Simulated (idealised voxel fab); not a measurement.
Module name: voxel double patterning (process module)
Cross-sectional view cut (width: 250 nm; square cell size: 5 nm).
Cross-section spec: square-cell grid; bands listed top down; each band is one or more rows.
The entry gives the band's vertical extent as a top height and a bottom height in nm, then its horizontal make-up as materials from left to right, each with a width in nm. "air" stands for empty space; a single material marked "full width" fills the band edge to edge.
All heights in this document are referenced to 0, defined as the level beneath which the wafer, as received, consists entirely of one material. The lowest band is not bounded below; it extends indefinitely downward and is written in the form "0 nm and below".
The notation "30..40" denotes a width that varies across the rows of cells in the band, beginning at the first number in the top row, finishing at the second number in the bottom row, and changing by an identical amount from each row to the next.
"everything unchanged", as given for a step, is the statement that not any cell of the cross-section underwent a change during that step.
Reported under the label "Completely enclosed voids" are the empty spaces having no open way to the top and comprising 8 cells or more; the notation for each is width x height at distance, in which the distance is measured from the left edge and all three values are in nm.
Read whatever lies past the settings on a step's line as the simulator's own remark about the step.
The setting "overlay nm" may be written on the line of a step. When the step uses a mask, the value reports how far to the right of the planned place the mask lay, and a negative value reports that it lay to the left.
-- Steps in the process plan
| 1 | RECEIVE [material Si] |
| 2 | CONFORMAL_DEP [material SiO2] [thk nm 10] |
| 3 | DIRECTIONAL_DEP [material polySi] [thk nm 20] |
| 4 | DIRECTIONAL_DEP [material SiN] [thk nm 5] |
| 5 | MASKED_ETCH [tone open] [mask id FIRST] [width nm 15] [pitch nm 50] [etch materials SiN] [depth nm 5] [overlay nm 0] |
| 6 | MASKED_ETCH [tone open] [mask id SECOND] [width nm 15] [pitch nm 50] [etch materials SiN] [depth nm 5] [overlay nm 0] |
| 7 | DIRECTIONAL_ETCH [etch materials polySi] [depth nm 20] |
| 8 | STRIP [etch materials SiN] |
-- Account of the first of two wafers, which was processed as intended
-- Incoming wafer, cross-sectional view, post step 1
* 0 nm and below: Si full width
* Completely enclosed voids: none
-- Sectional view: wafer, after step 2
* 10 nm to 0 nm: SiO2 full width
* Note: structure below 0 unchanged.
-- Sectional view: wafer, after step 3
* 30 nm to 10 nm: polySi full width
* Note: structure below 10 unchanged.
-- Sectional view: wafer, after step 4
* 35 nm to 30 nm: SiN full width
* Note: structure below 30 unchanged.
-- Sectional view: wafer, after step 5
* 35 nm to 30 nm: 65 of SiN, then 15 of air, then 35 of SiN, then 15 of air, then 35 of SiN, then 15 of air, then 70 of SiN
* Note: structure below 30 unchanged.
-- Sectional view: wafer, after step 6
* 35 nm to 30 nm: 65 of SiN, then 15 of air, then 10 of SiN, then 15 of air, then 10 of SiN, then 15 of air, then 10 of SiN, then 15 of air, then 10 of SiN, then 15 of air, then 70 of SiN
* Note: structure below 30 unchanged.
-- Sectional view: wafer, after step 7
* 35 nm to 30 nm: 65 of SiN, then 15 of air, then 10 of SiN, then 15 of air, then 10 of SiN, then 15 of air, then 10 of SiN, then 15 of air, then 10 of SiN, then 15 of air, then 70 of SiN
* 30 nm to 10 nm: 65 of polySi, then 15 of air, then 10 of polySi, then 15 of air, then 10 of polySi, then 15 of air, then 10 of polySi, then 15 of air, then 10 of polySi, then 15 of air, then 70 of polySi
* Note: structure below 10 unchanged.
-- Sectional view: wafer, after step 8
* 30 nm to 10 nm: 65 of polySi, then 15 of air, then 10 of polySi, then 15 of air, then 10 of polySi, then 15 of air, then 10 of polySi, then 15 of air, then 10 of polySi, then 15 of air, then 70 of polySi
* Note: structure below 10 unchanged.
-- The Second Wafer: Common Origin and Plan, One Mistake in Execution, Identical to the First Through Step 1
-- Cross-section of the second wafer at the time by which step 2 should have been completed according to the plan
* 20 nm to 0 nm: polySi full width
* Note: structure below 0 unchanged.
-- Cross-section of the second wafer at the time by which step 3 should have been completed according to the plan
* 30 nm to 20 nm: SiO2 full width
* Note: structure below 20 unchanged.
-- Cross-section of the second wafer at the time by which step 4 should have been completed according to the plan
* 35 nm to 30 nm: SiN full width
* Note: structure below 30 unchanged.
-- Cross-section of the second wafer at the time by which step 5 should have been completed according to the plan
* 35 nm to 30 nm: 65 of SiN, then 15 of air, then 35 of SiN, then 15 of air, then 35 of SiN, then 15 of air, then 70 of SiN
* Note: structure below 30 unchanged.
-- Cross-section of the second wafer at the time by which step 6 should have been completed according to the plan
* 35 nm to 30 nm: 65 of SiN, then 15 of air, then 10 of SiN, then 15 of air, then 10 of SiN, then 15 of air, then 10 of SiN, then 15 of air, then 10 of SiN, then 15 of air, then 70 of SiN
* Note: structure below 30 unchanged.
Cross-section of the second wafer at the time by which step 7 should have been completed according to the plan: everything unchanged
-- Cross-section of the second wafer at the time by which step 8 should have been completed according to the plan
* 30 nm to 20 nm: SiO2 full width
* Note: structure below 20 unchanged.
what went wrong: deviation from plan: step 3 and step 2 executed in one another's positions
Wrapping up, a cell-based count of both wafers puts the second over or under the first for these materials: +60 polySi
